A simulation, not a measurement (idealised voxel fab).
Proc. module: voxel transistor to metal
Cross-sectional view cut (width: 160 nm; square cell size: 5 nm).
Throughout this document, each cross-section is represented as a grid of square cells and is presented as a sequence of bands enumerated from the top downward, where a band comprises one or more rows of cells.
What a band's entry tells you: where the top is and where the bottom is, as heights in nm, and after that what lies inside, material by material from left to right, each with its width in nm. Empty space is written as the word "empty", and a single material marked with the word "full width" occupies the band from edge to edge.
Counting heights begins at 0, where everything beneath is, in the wafer as received, one material. The lowest band has no bottom; it goes on downwards, as "0 down" shows.
Width: "30 to 40" (first number = top row, second number = bottom row, same change from row to row of cells).
"no modifications", as given for a step, is the statement that not any cell of the cross-section underwent a change during that step.
Entry "Closed void catalog". Content: empty spaces with no open connection to the top, size 8 cells or greater. Each: width x height at distance. Distance: from left edge. Unit: nm.
Step line, after settings: the simulator's comment on this step.
Steps that use a mask can have "overlay nm" on their line. It says how far the mask sat to the right of where it was meant to be. Negative means to the left.

The following list gives the planned process steps
1 RECEIVE | material Si
2 CONFORMAL_DEP | material SiO2 | thk nm 5
3 CONFORMAL_DEP | material SiN | thk nm 10
4 MASKED_ETCH | tone cover | mask id ACTIVE | width nm 115 | etch materials SiN | depth nm 10 | overlay nm 0
5 MASKED_ETCH | tone cover | mask id ACTIVE | width nm 115 | etch materials SiO2 | depth nm 5 | overlay nm 0
6 MASKED_ETCH | tone cover | mask id ACTIVE | width nm 115 | etch materials Si | depth nm 30 | overlay nm 0
7 OXIDIZE | depth nm 5
8 FILL_DEP | material SiO2 | thk nm 15
9 CMP | height nm 15
10 SELECTIVE_ETCH | etch materials SiO2 | depth nm 10
11 STRIP | etch materials SiN
12 SELECTIVE_ETCH | etch materials SiO2 | depth nm 5
13 OXIDIZE | depth nm 5
14 DIRECTIONAL_DEP | material polySi | thk nm 25
15 DIRECTIONAL_DEP | material SiCN | thk nm 10
16 PATTERN | tone cover | mask id GATE | material resist | width nm 25 | thk nm 20 | overlay nm 0
17 DIRECTIONAL_ETCH | etch materials SiCN | depth nm 20
18 DIRECTIONAL_ETCH | etch materials polySi | depth nm 35
19 STRIP | etch materials resist
20 CONFORMAL_DEP | material SiO2 | thk nm 5
21 DIRECTIONAL_ETCH | etch materials SiO2 | depth nm 5
22 CONFORMAL_DEP | material SiN | thk nm 5
23 DIRECTIONAL_ETCH | etch materials SiN | depth nm 5
24 DIRECTIONAL_ETCH | etch materials SiO2 | depth nm 5
25 EPI | material pSi | thk nm 5
26 FILL_DEP | material SiO2 | thk nm 10
27 CMP | height nm 35
28 DIRECTIONAL_DEP | material SiO2 | thk nm 10
29 MASKED_ETCH | tone open | mask id CONTACT | width nm 35 | pitch nm 70 | etch materials SiO2 | depth nm 45 | overlay nm 0
30 CONFORMAL_DEP | material TiN | thk nm 5
31 FILL_DEP | material Ru | thk nm 10
32 CMP | height nm 45
33 CONFORMAL_DEP | material SiN | thk nm 5
34 DIRECTIONAL_DEP | material lowk | thk nm 20
35 PATTERN | tone open | mask id METAL_1 | material resist | width nm 20 | pitch nm 85 | thk nm 20 | overlay nm 0
36 DIRECTIONAL_ETCH | etch materials lowk | depth nm 20
37 DIRECTIONAL_ETCH | etch materials SiN | depth nm 5
38 STRIP | etch materials resist
39 CONFORMAL_DEP | material TiN | thk nm 5
40 FILL_DEP | material W | thk nm 5
41 CMP | height nm 70
42 EPI | material Ru | thk nm 5
43 FILL_DEP | material SiCN | thk nm 5

Cross-section of the wafer as it came to us, i.e., already through step 1
> 0 down = Si full width
> Closed void catalog: none

Wafer cross-section at end of module: start and plan as shown above, one execution error
> 80 to 75 = SiCN full width
> 75 to 70 = SiCN (20) / Ru (30) / SiCN (55) / Ru (30) / SiCN (25)
> 70 to 65 = SiN (25) / TiN (20) / SiN (65) / TiN (20) / SiN (30)
> 65 to 45 = lowk full width
> 45 to 35 = SiO2 (25) / TiN (5) / Ru (25 to 20) / TiN (5 to 10) / SiO2 (35) / TiN (5 to 10) / Ru (25 to 20) / TiN (5) / SiO2 (30)
> 35 to 25 = SiO2 (25) / TiN (5) / Ru (20) / TiN (5) / SiN (5) / SiO2 (5) / SiCN (25) / SiO2 (5) / SiN (5) / TiN (5) / Ru (20) / TiN (5) / SiO2 (30)
> 25 to 5 = SiO2 (25) / TiN (5) / Ru (20) / TiN (5) / SiN (5) / SiO2 (5) / polySi (25) / SiO2 (5) / SiN (5) / TiN (5) / Ru (20) / TiN (5) / SiO2 (30)
> 5 to 0 = SiO2 (25) / TiN (30) / SiN (5) / SiO2 (5) / polySi (25) / SiO2 (5) / SiN (5) / TiN (30) / SiO2 (30)
> 0 to -5 = SiO2 (20) / pSi (35) / SiO2 (45) / pSi (35) / SiO2 (25)
> -5 to -35 = SiO2 (25) / Si (105) / SiO2 (30)
> -35 down = Si full width
> Closed void catalog: none
What broke from the plan during processing? steps 33 and 34 got flipped, so each one ran where the other should have
